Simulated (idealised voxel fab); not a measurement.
Process module in this document: voxel wiring stack
The cross-section on display is named cut; it measures 165 nm wide, and its cells are 5 nm squares.
Square cells in a grid make up a cross-section in this document, and the grid is given as bands, listed from the top down, each one or more rows of cells.
Band entry format. Leading values: height of top, height of bottom, nm. Remainder: materials in left-to-right order, each with its width in nm. Special words: "everywhere" on a single material, which then fills the band edge to edge; "air", empty space.
Heights are measured from 0, the level below which the as-received wafer is all one material; the lowest band has no bottom and continues downward, written as in "0 down".
The width entry "30 to 40" should be interpreted row by row: the top row of cells in the band takes the first number, the bottom row takes the second number, and the change between adjacent rows is uniform throughout.
You'll sometimes find "all unchanged" written for a step, and that's the way of saying that nowhere in the cross-section did a cell change during that step.
Empty spaces without an open route to the top, at least 8 cells in extent, make up the entry "Enclosed voids"; each is given as width x height at distance, where the distance is measured from the left edge, and all are in nm.
If you see something after the settings on a step's line, that's the simulator's own remark about that step.
overlay nm: mask offset rightward from planned place, masked step; negative means leftward offset.

## Steps in the process plan
- 1: RECEIVE with material Si
- 2: CONFORMAL_DEP with material SiO2, thk nm 10
- 3: DIRECTIONAL_DEP with material TiN, thk nm 5
- 4: DIRECTIONAL_DEP with material Ru, thk nm 25
- 5: DIRECTIONAL_DEP with material aC, thk nm 15
- 6: PATTERN with tone cover, mask id METAL_1, material resist, width nm 25, pitch nm 45, thk nm 35, overlay nm 0
- 7: DIRECTIONAL_ETCH with etch materials aC, depth nm 15
- 8: STRIP with etch materials resist
- 9: DIRECTIONAL_ETCH with etch materials Ru, depth nm 25
- 10: DIRECTIONAL_ETCH with etch materials TiN, depth nm 5
- 11: STRIP with etch materials aC
- 12: FILL_DEP with material SiO2, thk nm 5
- 13: CMP with height nm 40
- 14: CONFORMAL_DEP with material SiCN, thk nm 5
- 15: DIRECTIONAL_DEP with material SiO2, thk nm 15
- 16: DIRECTIONAL_DEP with material aC, thk nm 10
- 17: PATTERN with tone open, mask id PLUG_1, material resist, width nm 15, thk nm 30, overlay nm 0
- 18: DIRECTIONAL_ETCH with etch materials aC, depth nm 10
- 19: STRIP with etch materials resist
- 20: DIRECTIONAL_ETCH with etch materials SiO2, depth nm 15
- 21: DIRECTIONAL_ETCH with etch materials SiCN, depth nm 5
- 22: STRIP with etch materials aC
- 23: CONFORMAL_DEP with material TiN, thk nm 5
- 24: FILL_DEP with material W, thk nm 10
- 25: CMP with height nm 60
- 26: DIRECTIONAL_DEP with material TiN, thk nm 5
- 27: DIRECTIONAL_DEP with material W, thk nm 20
- 28: DIRECTIONAL_DEP with material aC, thk nm 10
- 29: PATTERN with tone cover, mask id METAL_2, material resist, width nm 25, pitch nm 45, thk nm 30, overlay nm 0
- 30: DIRECTIONAL_ETCH with etch materials aC, depth nm 10
- 31: STRIP with etch materials resist
- 32: DIRECTIONAL_ETCH with etch materials W, depth nm 20
- 33: DIRECTIONAL_ETCH with etch materials TiN, depth nm 5
- 34: STRIP with etch materials aC
- 35: CONFORMAL_DEP with material SiCN, thk nm 5
- 36: FILL_DEP with material SiO2, thk nm 5
- 37: CMP with height nm 85
- 38: CONFORMAL_DEP with material SiCN, thk nm 5

## First of two wafers, with the run carried out as planned

## Wafer as received: cross-section following step 1
* 0 down | Si everywhere
* Enclosed voids: none

## Wafer xsec, post step 2
* 10 to 0 | SiO2 everywhere
* Rest of section, below 0: as before.

## Wafer xsec, post step 3
* 15 to 10 | TiN everywhere
* Rest of section, below 10: as before.

## Wafer xsec, post step 4
* 40 to 15 | Ru everywhere
* Rest of section, below 15: as before.

## Wafer xsec, post step 5
* 55 to 40 | aC everywhere
* Rest of section, below 40: as before.

## Wafer xsec, post step 6
* 90 to 55 | 45 of air; 25 of resist; 20 of air; 25 of resist; 50 of air
* Rest of section, below 55: as before.

## Wafer xsec, post step 7
* 75 to 55 | 45 of air; 25 of resist; 20 of air; 25 of resist; 50 of air
* 55 to 40 | 45 of air; 25 of aC; 20 of air; 25 of aC; 50 of air
* Rest of section, below 40: as before.

## Wafer xsec, post step 8
* 55 to 40 | 45 of air; 25 of aC; 20 of air; 25 of aC; 50 of air
* Rest of section, below 40: as before.

## Wafer xsec, post step 9
* 55 to 40 | 45 of air; 25 of aC; 20 of air; 25 of aC; 50 of air
* 40 to 15 | 45 of air; 25 of Ru; 20 of air; 25 of Ru; 50 of air
* Rest of section, below 15: as before.

## Wafer xsec, post step 10
* 55 to 40 | 45 of air; 25 of aC; 20 of air; 25 of aC; 50 of air
* 40 to 15 | 45 of air; 25 of Ru; 20 of air; 25 of Ru; 50 of air
* 15 to 10 | 45 of air; 25 of TiN; 20 of air; 25 of TiN; 50 of air
* Rest of section, below 10: as before.

## Wafer xsec, post step 11
* 40 to 15 | 45 of air; 25 of Ru; 20 of air; 25 of Ru; 50 of air
* Rest of section, below 15: as before.

## Wafer xsec, post step 12
* 45 to 40 | SiO2 everywhere
* 40 to 15 | 45 of SiO2; 25 of Ru; 20 of SiO2; 25 of Ru; 50 of SiO2
* 15 to 10 | 45 of SiO2; 25 of TiN; 20 of SiO2; 25 of TiN; 50 of SiO2
* Rest of section, below 10: as before.

## Wafer xsec, post step 13
* 40 to 15 | 45 of SiO2; 25 of Ru; 20 of SiO2; 25 of Ru; 50 of SiO2
* Rest of section, below 15: as before.

## Wafer xsec, post step 14
* 45 to 40 | SiCN everywhere
* Rest of section, below 40: as before.

## Wafer xsec, post step 15
* 60 to 45 | SiO2 everywhere
* Rest of section, below 45: as before.

## Wafer xsec, post step 16
* 70 to 60 | aC everywhere
* Rest of section, below 60: as before.

## Wafer xsec, post step 17
* 100 to 70 | 45 of resist; 15 of air; 105 of resist
* Rest of section, below 70: as before.

## Wafer xsec, post step 18
* 90 to 70 | 45 of resist; 15 of air; 105 of resist
* 70 to 60 | 45 of aC; 15 of air; 105 of aC
* Rest of section, below 60: as before.

## Wafer xsec, post step 19
* 70 to 60 | 45 of aC; 15 of air; 105 of aC
* Rest of section, below 60: as before.

## Wafer xsec, post step 20
* 70 to 60 | 45 of aC; 15 of air; 105 of aC
* 60 to 45 | 45 of SiO2; 15 of air; 105 of SiO2
* Rest of section, below 45: as before.

## Wafer xsec, post step 21
* 70 to 60 | 45 of aC; 15 of air; 105 of aC
* 60 to 45 | 45 of SiO2; 15 of air; 105 of SiO2
* 45 to 40 | 45 of SiCN; 15 of air; 105 of SiCN
* Rest of section, below 40: as before.

## Wafer xsec, post step 22
* 60 to 45 | 45 of SiO2; 15 of air; 105 of SiO2
* Rest of section, below 45: as before.

## Wafer xsec, post step 23
* 65 to 60 | 50 of TiN; 5 of air; 110 of TiN
* 60 to 45 | 45 of SiO2; 5 of TiN; 5 of air; 5 of TiN; 105 of SiO2
* 45 to 40 | 45 of SiCN; 15 of TiN; 105 of SiCN
* Rest of section, below 40: as before.

## Wafer xsec, post step 24
* 75 to 65 | W everywhere
* 65 to 60 | 50 of TiN; 5 of W; 110 of TiN
* 60 to 45 | 45 of SiO2; 5 of TiN; 5 of W; 5 of TiN; 105 of SiO2
* Rest of section, below 45: as before.

## Wafer xsec, post step 25
* 60 to 45 | 45 of SiO2; 5 of TiN; 5 of W; 5 of TiN; 105 of SiO2
* Rest of section, below 45: as before.

## Wafer xsec, post step 26
* 65 to 60 | TiN everywhere
* Rest of section, below 60: as before.

## Wafer xsec, post step 27
* 85 to 65 | W everywhere
* Rest of section, below 65: as before.

## Wafer xsec, post step 28
* 95 to 85 | aC everywhere
* Rest of section, below 85: as before.

## Wafer xsec, post step 29
* 125 to 95 | 45 of air; 25 of resist; 20 of air; 25 of resist; 50 of air
* Rest of section, below 95: as before.

## Wafer xsec, post step 30
* 115 to 95 | 45 of air; 25 of resist; 20 of air; 25 of resist; 50 of air
* 95 to 85 | 45 of air; 25 of aC; 20 of air; 25 of aC; 50 of air
* Rest of section, below 85: as before.

## Wafer xsec, post step 31
* 95 to 85 | 45 of air; 25 of aC; 20 of air; 25 of aC; 50 of air
* Rest of section, below 85: as before.

## Wafer xsec, post step 32
* 95 to 85 | 45 of air; 25 of aC; 20 of air; 25 of aC; 50 of air
* 85 to 65 | 45 of air; 25 of W; 20 of air; 25 of W; 50 of air
* Rest of section, below 65: as before.

## Wafer xsec, post step 33
* 95 to 85 | 45 of air; 25 of aC; 20 of air; 25 of aC; 50 of air
* 85 to 65 | 45 of air; 25 of W; 20 of air; 25 of W; 50 of air
* 65 to 60 | 45 of air; 25 of TiN; 20 of air; 25 of TiN; 50 of air
* Rest of section, below 60: as before.

## Wafer xsec, post step 34
* 85 to 65 | 45 of air; 25 of W; 20 of air; 25 of W; 50 of air
* Rest of section, below 65: as before.

## Wafer xsec, post step 35
* 90 to 85 | 40 of air; 35 of SiCN; 10 of air; 35 of SiCN; 45 of air
* 85 to 65 | 40 of air; 5 of SiCN; 25 of W; 5 of SiCN; 10 of air; 5 of SiCN; 25 of W; 5 of SiCN; 45 of air
* 65 to 60 | 45 of SiCN; 25 of TiN; 20 of SiCN; 25 of TiN; 50 of SiCN
* Rest of section, below 60: as before.

## Wafer xsec, post step 36
* 95 to 90 | SiO2 everywhere
* 90 to 85 | 40 of SiO2; 35 of SiCN; 10 of SiO2; 35 of SiCN; 45 of SiO2
* 85 to 65 | 40 of SiO2; 5 of SiCN; 25 of W; 5 of SiCN; 10 of SiO2; 5 of SiCN; 25 of W; 5 of SiCN; 45 of SiO2
* Rest of section, below 65: as before.

## Wafer xsec, post step 37
* 85 to 65 | 40 of SiO2; 5 of SiCN; 25 of W; 5 of SiCN; 10 of SiO2; 5 of SiCN; 25 of W; 5 of SiCN; 45 of SiO2
* Rest of section, below 65: as before.

## Wafer xsec, post step 38
* 90 to 85 | SiCN everywhere
* Rest of section, below 85: as before.

## Now the other wafer: same start, same recipe, but we messed up one thing when running it. Up to and including step 2 it's the same as the first one

Second wafer at the planned finish of step 3, seen in cross-section: all unchanged

## Second wafer at the planned finish of step 4, seen in cross-section
* 35 to 10 | Ru everywhere
* Rest of section, below 10: as before.

## Second wafer at the planned finish of step 5, seen in cross-section
* 50 to 35 | aC everywhere
* Rest of section, below 35: as before.

## Second wafer at the planned finish of step 6, seen in cross-section
* 85 to 50 | 45 of air; 25 of resist; 20 of air; 25 of resist; 50 of air
* Rest of section, below 50: as before.

## Second wafer at the planned finish of step 7, seen in cross-section
* 70 to 50 | 45 of air; 25 of resist; 20 of air; 25 of resist; 50 of air
* 50 to 35 | 45 of air; 25 of aC; 20 of air; 25 of aC; 50 of air
* Rest of section, below 35: as before.

## Second wafer at the planned finish of step 8, seen in cross-section
* 50 to 35 | 45 of air; 25 of aC; 20 of air; 25 of aC; 50 of air
* Rest of section, below 35: as before.

## Second wafer at the planned finish of step 9, seen in cross-section
* 50 to 35 | 45 of air; 25 of aC; 20 of air; 25 of aC; 50 of air
* 35 to 10 | 45 of air; 25 of Ru; 20 of air; 25 of Ru; 50 of air
* Rest of section, below 10: as before.

Second wafer at the planned finish of step 10, seen in cross-section: all unchanged

## Second wafer at the planned finish of step 11, seen in cross-section
* 35 to 10 | 45 of air; 25 of Ru; 20 of air; 25 of Ru; 50 of air
* Rest of section, below 10: as before.

## Second wafer at the planned finish of step 12, seen in cross-section
* 40 to 35 | SiO2 everywhere
* 35 to 10 | 45 of SiO2; 25 of Ru; 20 of SiO2; 25 of Ru; 50 of SiO2
* Rest of section, below 10: as before.

Second wafer at the planned finish of step 13, seen in cross-section: all unchanged

## Second wafer at the planned finish of step 14, seen in cross-section
* 45 to 40 | SiCN everywhere
* Rest of section, below 40: as before.

## Second wafer at the planned finish of step 15, seen in cross-section
* 60 to 45 | SiO2 everywhere
* Rest of section, below 45: as before.

## Second wafer at the planned finish of step 16, seen in cross-section
* 70 to 60 | aC everywhere
* Rest of section, below 60: as before.

## Second wafer at the planned finish of step 17, seen in cross-section
* 100 to 70 | 45 of resist; 15 of air; 105 of resist
* Rest of section, below 70: as before.

## Second wafer at the planned finish of step 18, seen in cross-section
* 90 to 70 | 45 of resist; 15 of air; 105 of resist
* 70 to 60 | 45 of aC; 15 of air; 105 of aC
* Rest of section, below 60: as before.

## Second wafer at the planned finish of step 19, seen in cross-section
* 70 to 60 | 45 of aC; 15 of air; 105 of aC
* Rest of section, below 60: as before.

## Second wafer at the planned finish of step 20, seen in cross-section
* 70 to 60 | 45 of aC; 15 of air; 105 of aC
* 60 to 45 | 45 of SiO2; 15 of air; 105 of SiO2
* Rest of section, below 45: as before.

## Second wafer at the planned finish of step 21, seen in cross-section
* 70 to 60 | 45 of aC; 15 of air; 105 of aC
* 60 to 45 | 45 of SiO2; 15 of air; 105 of SiO2
* 45 to 40 | 45 of SiCN; 15 of air; 105 of SiCN
* Rest of section, below 40: as before.

## Second wafer at the planned finish of step 22, seen in cross-section
* 60 to 45 | 45 of SiO2; 15 of air; 105 of SiO2
* Rest of section, below 45: as before.

## Second wafer at the planned finish of step 23, seen in cross-section
* 65 to 60 | 50 of TiN; 5 of air; 110 of TiN
* 60 to 45 | 45 of SiO2; 5 of TiN; 5 of air; 5 of TiN; 105 of SiO2
* 45 to 40 | 45 of SiCN; 15 of TiN; 105 of SiCN
* Rest of section, below 40: as before.

## Second wafer at the planned finish of step 24, seen in cross-section
* 75 to 65 | W everywhere
* 65 to 60 | 50 of TiN; 5 of W; 110 of TiN
* 60 to 45 | 45 of SiO2; 5 of TiN; 5 of W; 5 of TiN; 105 of SiO2
* Rest of section, below 45: as before.

## Second wafer at the planned finish of step 25, seen in cross-section
* 60 to 45 | 45 of SiO2; 5 of TiN; 5 of W; 5 of TiN; 105 of SiO2
* Rest of section, below 45: as before.

## Second wafer at the planned finish of step 26, seen in cross-section
* 65 to 60 | TiN everywhere
* Rest of section, below 60: as before.

## Second wafer at the planned finish of step 27, seen in cross-section
* 85 to 65 | W everywhere
* Rest of section, below 65: as before.

## Second wafer at the planned finish of step 28, seen in cross-section
* 95 to 85 | aC everywhere
* Rest of section, below 85: as before.

## Second wafer at the planned finish of step 29, seen in cross-section
* 125 to 95 | 45 of air; 25 of resist; 20 of air; 25 of resist; 50 of air
* Rest of section, below 95: as before.

## Second wafer at the planned finish of step 30, seen in cross-section
* 115 to 95 | 45 of air; 25 of resist; 20 of air; 25 of resist; 50 of air
* 95 to 85 | 45 of air; 25 of aC; 20 of air; 25 of aC; 50 of air
* Rest of section, below 85: as before.

## Second wafer at the planned finish of step 31, seen in cross-section
* 95 to 85 | 45 of air; 25 of aC; 20 of air; 25 of aC; 50 of air
* Rest of section, below 85: as before.

## Second wafer at the planned finish of step 32, seen in cross-section
* 95 to 85 | 45 of air; 25 of aC; 20 of air; 25 of aC; 50 of air
* 85 to 65 | 45 of air; 25 of W; 20 of air; 25 of W; 50 of air
* Rest of section, below 65: as before.

## Second wafer at the planned finish of step 33, seen in cross-section
* 95 to 85 | 45 of air; 25 of aC; 20 of air; 25 of aC; 50 of air
* 85 to 65 | 45 of air; 25 of W; 20 of air; 25 of W; 50 of air
* 65 to 60 | 45 of air; 25 of TiN; 20 of air; 25 of TiN; 50 of air
* Rest of section, below 60: as before.

## Second wafer at the planned finish of step 34, seen in cross-section
* 85 to 65 | 45 of air; 25 of W; 20 of air; 25 of W; 50 of air
* Rest of section, below 65: as before.

## Second wafer at the planned finish of step 35, seen in cross-section
* 90 to 85 | 40 of air; 35 of SiCN; 10 of air; 35 of SiCN; 45 of air
* 85 to 65 | 40 of air; 5 of SiCN; 25 of W; 5 of SiCN; 10 of air; 5 of SiCN; 25 of W; 5 of SiCN; 45 of air
* 65 to 60 | 45 of SiCN; 25 of TiN; 20 of SiCN; 25 of TiN; 50 of SiCN
* Rest of section, below 60: as before.

## Second wafer at the planned finish of step 36, seen in cross-section
* 95 to 90 | SiO2 everywhere
* 90 to 85 | 40 of SiO2; 35 of SiCN; 10 of SiO2; 35 of SiCN; 45 of SiO2
* 85 to 65 | 40 of SiO2; 5 of SiCN; 25 of W; 5 of SiCN; 10 of SiO2; 5 of SiCN; 25 of W; 5 of SiCN; 45 of SiO2
* Rest of section, below 65: as before.

## Second wafer at the planned finish of step 37, seen in cross-section
* 85 to 65 | 40 of SiO2; 5 of SiCN; 25 of W; 5 of SiCN; 10 of SiO2; 5 of SiCN; 25 of W; 5 of SiCN; 45 of SiO2
* Rest of section, below 65: as before.

## Second wafer at the planned finish of step 38, seen in cross-section
* 90 to 85 | SiCN everywhere
* Rest of section, below 85: as before.
What was done differently from what was planned? plan step 3 skipped
Once processing is complete, comparing cell counts shows that the second wafer has more or fewer of certain materials than the first: SiO2: 10 more | TiN: 10 fewer
